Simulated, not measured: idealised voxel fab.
Presented below is a process module, voxel self aligned vias.
Cross-section cut: width 275 nm, square cells of 5 nm.
This document writes a cross-section as a grid whose cells are square, and gives it as bands, listed from the top down; one or more rows of cells form a band. Band entry format. Leading values: height of top, height of bottom, nm. Remainder: materials in left-to-right order, each with its width in nm. Special words: "full width" on a single material, which then fills the band edge to edge; "blank", empty space. Zero point of the height axis is 0; under it, received wafer = one material. Lowest band: continues down indefinitely, "0..down". Think of "30->40" as a width that walks from the first number to the second as you go down the band, top row to bottom row, taking equal-sized steps from row to row. "no modification", as given for a step, is the statement that not any cell of the cross-section underwent a change during that step. Listed in "Sealed cavities": every empty space of 8 or more cells without an open way to the top. Form: width x height at distance, the distance being from the left edge, all in nm. after a step's settings: what the simulator itself notes on the step. A step's line can hold "overlay nm"; with a mask on that step, the setting says how far right of the planned place the mask lay, while a negative setting says it lay to the left.
**Process steps (planned)**
1) RECEIVE | material Si
2) CONFORMAL_DEP | material SiO2 | thk nm 10
3) CONFORMAL_DEP | material SiCN | thk nm 5
4) DIRECTIONAL_DEP | material SiO2 | thk nm 20
5) PATTERN | tone open | mask id LINES | material resist | width nm 20 | pitch nm 65 | thk nm 15 | overlay nm 0
6) DIRECTIONAL_ETCH | etch materials SiO2 | depth nm 20
7) STRIP | etch materials resist
8) CONFORMAL_DEP | material TiN | thk nm 5
9) FILL_DEP | material W | thk nm 5
10) CMP | height nm 35
11) SELECTIVE_ETCH | etch materials W Ru TiN | depth nm 10
12) FILL_DEP | material SiN | thk nm 5
13) CMP | height nm 35
14) DIRECTIONAL_DEP | material SiO2 | thk nm 15
15) MASKED_ETCH | tone open | mask id VIAS | width nm 40 | pitch nm 65 | etch materials SiO2 | depth nm 15 | overlay nm 0
16) MASKED_ETCH | tone open | mask id VIAS | width nm 40 | pitch nm 65 | etch materials SiN | depth nm 10 | overlay nm 0
17) CONFORMAL_DEP | material TiN | thk nm 5
18) FILL_DEP | material Ru | thk nm 10
19) CMP | height nm 50
20) CONFORMAL_DEP | material SiN | thk nm 5
**Shown in cross-section is the wafer as received, that is, as it stands after step 1**
0..down  Si full width
Sealed cavities: none
**End-of-module cross-section. Starting structure and process plan as above; one mistake made in running it**
55..50  SiN full width
50..35  SiO2 50; TiN 5; Ru 30; TiN 5; SiO2 25; TiN 5; Ru 30; TiN 5; SiO2 25; TiN 5; Ru 30; TiN 5; SiO2 55
35..30  SiN 50; TiN 15; Ru 10; TiN 15; SiN 25; TiN 15; Ru 10; TiN 15; SiN 25; TiN 15; Ru 10; TiN 15; SiN 55
30..25  SiO2 60; TiN 20; SiO2 45; TiN 20; SiO2 45; TiN 20; SiO2 65
25..15  SiO2 60; TiN 5; W 10; TiN 5; SiO2 45; TiN 5; W 10; TiN 5; SiO2 45; TiN 5; W 10; TiN 5; SiO2 65
15..10  SiO2 60; TiN 20; SiO2 45; TiN 20; SiO2 45; TiN 20; SiO2 65
10..0  SiO2 full width
0..down  Si full width
Sealed cavities: none
Finding, execution versus plan: yeah, step 3 of the plan got skipped, never ran
